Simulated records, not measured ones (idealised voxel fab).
A process module follows: voxel plated lines.
It is cross-section cut that appears here, measuring 295 nm in width, its square cells being 5 nm in size.
Cross-section, as written here: a square-cell grid given band by band from the top down, where a band holds one or more rows of cells.
What a band's entry tells you: where the top is and where the bottom is, as heights in nm, and after that what lies inside, material by material from left to right, each with its width in nm. Empty space is written as the word "blank", and a single material marked with the word "full width" occupies the band from edge to edge.
Height 0 is the level under which the wafer as received is all one material. The lowest band goes on downwards, as in "z 0 and below".
A two-number width, for instance "30 to 40", indicates that the width is equal to the first number in the top row of the band and to the second number in the bottom row, and that it changes by a constant amount per row of cells.
"remained unchanged" (step): cross-section cells unchanged, all of them.
Listed in "Enclosed empty spaces": every empty space of 8 or more cells without an open way to the top. Form: width x height at distance, the distance being from the left edge, all in nm.
That trailing text on a step's line, after the settings, is the simulator's own remark on the step.
Each step line may optionally specify "overlay nm", which for a step with a mask gives the rightward distance between the mask's planned place and where it lay, a negative value indicating the leftward direction.
## Process steps - plan
1) RECEIVE | material Si
2) CONFORMAL_DEP | material Al2O3 | thk nm 10
3) DIRECTIONAL_DEP | material TiN | thk nm 5
4) PATTERN | tone open | mask id LINES | material resist | width nm 30 | pitch nm 60 | thk nm 20 | overlay nm 0
5) EPI | material Ru | thk nm 10
6) STRIP | etch materials resist
7) DIRECTIONAL_ETCH | etch materials TiN | depth nm 5
8) CONFORMAL_DEP | material SiN | thk nm 10
Across this set of wafers, the varied parameter is the thk nm of step 3. Starting conditions are identical for every wafer, and the plan reports the value assigned to the first wafer.
## As-received cross-section, first of several wafers, post step 1
    z 0 and below = Si full width
    Enclosed empty spaces: none
## Below is a per-wafer table. In it, each row describes the wafer at the end of the module by giving, for each material, the number of cells gained (+) or lost (-) since the wafer was received, and after that the closed voids of the wafer
thk nm 5; +118 Al2O3; +36 Ru; +154 SiN; +18 TiN; Enclosed empty spaces: none
thk nm 10; +118 Al2O3; +36 Ru; +154 SiN; +77 TiN; Enclosed empty spaces: none
thk nm 15; +118 Al2O3; +36 Ru; +154 SiN; +136 TiN; Enclosed empty spaces: none
thk nm 20; +118 Al2O3; +36 Ru; +154 SiN; +195 TiN; Enclosed empty spaces: none
